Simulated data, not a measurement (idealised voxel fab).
This section sets out a process module, namely voxel gate over fins.
This is section cut - it's 210 nm across, gridded in 5 nm square cells.
If you're reading a cross-section in this doc, picture square cells in a grid; it comes to you as bands, top ones listed first down to the bottom, and a band can be one or more rows of cells.
Band: top height; bottom height; in nm. Then, left to right: material with width in nm, for each material. "full width": a single material spanning edge to edge. "air": empty space.
Below 0: as-received wafer, all one material; heights counted from there. Lowest band: no bottom, goes on down, written "0 and below".
Quick explanation for "30->40": the width changes in equal steps down the rows of cells, from the first number in the band's top row to the second number in its bottom row.
Basically "remained unchanged" means that step didn't change any cell in the cross-section.
Empty spaces counting at least 8 cells and having no open way to the top are listed in "Unvented internal voids". The notation width x height at distance is used for each, the distance being from the left edge and all three values in nm.
On a step's line, text after the settings is the simulator commenting on that step.
"overlay nm" answers the question of how far to the right of plan the mask lay on a step that has a mask, and when it is negative the answer is to the left.
Intended process steps:
- 1: op RECEIVE | material Si
- 2: op CONFORMAL_DEP | material SiN | thk nm 5
- 3: op DIRECTIONAL_DEP | material aC | thk nm 10
- 4: op PATTERN | tone cover | mask id FINS | material resist | width nm 15 | pitch nm 60 | thk nm 25 | overlay nm 0
- 5: op DIRECTIONAL_ETCH | etch materials aC | depth nm 10
- 6: op STRIP | etch materials resist
- 7: op DIRECTIONAL_ETCH | etch materials SiN | depth nm 5
- 8: op DIRECTIONAL_ETCH | etch materials Si | depth nm 35
- 9: op STRIP | etch materials aC
- 10: op FILL_DEP | material SiO2 | thk nm 5
- 11: op CMP | height nm 5
- 12: op DIRECTIONAL_DEP | material aC | thk nm 10
- 13: op PATTERN | tone open | mask id RAIL | material resist | width nm 15 | thk nm 25 | overlay nm 0
- 14: op DIRECTIONAL_ETCH | etch materials aC | depth nm 10
- 15: op STRIP | etch materials resist
- 16: op DIRECTIONAL_ETCH | etch materials SiO2 | depth nm 35
- 17: op STRIP | etch materials aC
- 18: op CONFORMAL_DEP | material TiN | thk nm 5
- 19: op FILL_DEP | material Ru | thk nm 5
- 20: op CMP | height nm 5
- 21: op SELECTIVE_ETCH | etch materials W Ru TiN | depth nm 20
- 22: op FILL_DEP | material SiO2 | thk nm 5
- 23: op CMP | height nm 5
- 24: op SELECTIVE_ETCH | etch materials SiO2 | depth nm 15
- 25: op STRIP | etch materials SiN
- 26: op CONFORMAL_DEP | material HfO2 | thk nm 5
- 27: op CONFORMAL_DEP | material TiN | thk nm 5
- 28: op FILL_DEP | material W | thk nm 10
- 29: op CMP | height nm 15
- 30: op CONFORMAL_DEP | material SiN | thk nm 10
The plan's step 13 width nm is the first wafer's value; the wafers differ in this setting and start identical.
Cross-section: the first of several wafers in its as-received state, i.e. following step 1:
0 and below: Si full width
Unvented internal voids: none
At the end of the module, after its last step, step 30, the first of several wafers appears in cross-section as follows:
25 down to 15: SiN full width
15 down to 10: W full width
10 down to 5: 55 nm W, 35 nm TiN, 25 nm W, 35 nm TiN, 60 nm W
5 down to 0: 55 nm W, 5 nm TiN, 25 nm HfO2, 5 nm TiN, 25 nm W, 5 nm TiN, 25 nm HfO2, 5 nm TiN, 60 nm W
0 down to -5: 60 nm TiN, 5 nm HfO2, 15 nm Si, 5 nm HfO2, 35 nm TiN, 5 nm HfO2, 15 nm Si, 5 nm HfO2, 65 nm TiN
-5 down to -10: 65 nm HfO2, 15 nm Si, 45 nm HfO2, 15 nm Si, 70 nm HfO2
-10 down to -15: 65 nm SiO2, 15 nm Si, 45 nm SiO2, 15 nm Si, 70 nm SiO2
-15 down to -25: 65 nm SiO2, 15 nm Si, 15 nm SiO2, 5 nm TiN, 5 nm Ru, 5 nm TiN, 15 nm SiO2, 15 nm Si, 70 nm SiO2
-25 down to -30: 65 nm SiO2, 15 nm Si, 15 nm SiO2, 15 nm TiN, 15 nm SiO2, 15 nm Si, 70 nm SiO2
-30 down to -35: 65 nm SiO2, 15 nm Si, 45 nm SiO2, 15 nm Si, 70 nm SiO2
-35 and below: Si full width
Unvented internal voids: none
Sectional view of the last wafer upon completion of the module:
25 down to 15: SiN full width
15 down to 10: W full width
10 down to 5: 55 nm W, 35 nm TiN, 25 nm W, 35 nm TiN, 60 nm W
5 down to 0: 55 nm W, 5 nm TiN, 25 nm HfO2, 5 nm TiN, 25 nm W, 5 nm TiN, 25 nm HfO2, 5 nm TiN, 60 nm W
0 down to -5: 60 nm TiN, 5 nm HfO2, 15 nm Si, 5 nm HfO2, 35 nm TiN, 5 nm HfO2, 15 nm Si, 5 nm HfO2, 65 nm TiN
-5 down to -10: 65 nm HfO2, 15 nm Si, 45 nm HfO2, 15 nm Si, 70 nm HfO2
-10 down to -15: 65 nm SiO2, 15 nm Si, 45 nm SiO2, 15 nm Si, 70 nm SiO2
-15 down to -25: 65 nm SiO2, 15 nm Si, 10 nm SiO2, 5 nm TiN, 20 nm Ru, 5 nm TiN, 5 nm SiO2, 15 nm Si, 70 nm SiO2
-25 down to -30: 65 nm SiO2, 15 nm Si, 10 nm SiO2, 30 nm TiN, 5 nm SiO2, 15 nm Si, 70 nm SiO2
-30 down to -35: 65 nm SiO2, 15 nm Si, 45 nm SiO2, 15 nm Si, 70 nm SiO2
-35 and below: Si full width
Unvented internal voids: none
End of module, by wafer: material-by-material cell gain (+) or loss (-) since receipt, then closed voids:
width nm 15, +50 HfO2, +2 Ru, -252 Si, +84 SiN, +171 SiO2, +57 TiN, +98 W, Unvented internal voids: none
width nm 20, +50 HfO2, +4 Ru, -252 Si, +84 SiN, +168 SiO2, +58 TiN, +98 W, Unvented internal voids: none
width nm 25, +50 HfO2, +6 Ru, -252 Si, +84 SiN, +165 SiO2, +59 TiN, +98 W, Unvented internal voids: none
width nm 30, +50 HfO2, +8 Ru, -252 Si, +84 SiN, +162 SiO2, +60 TiN, +98 W, Unvented internal voids: none
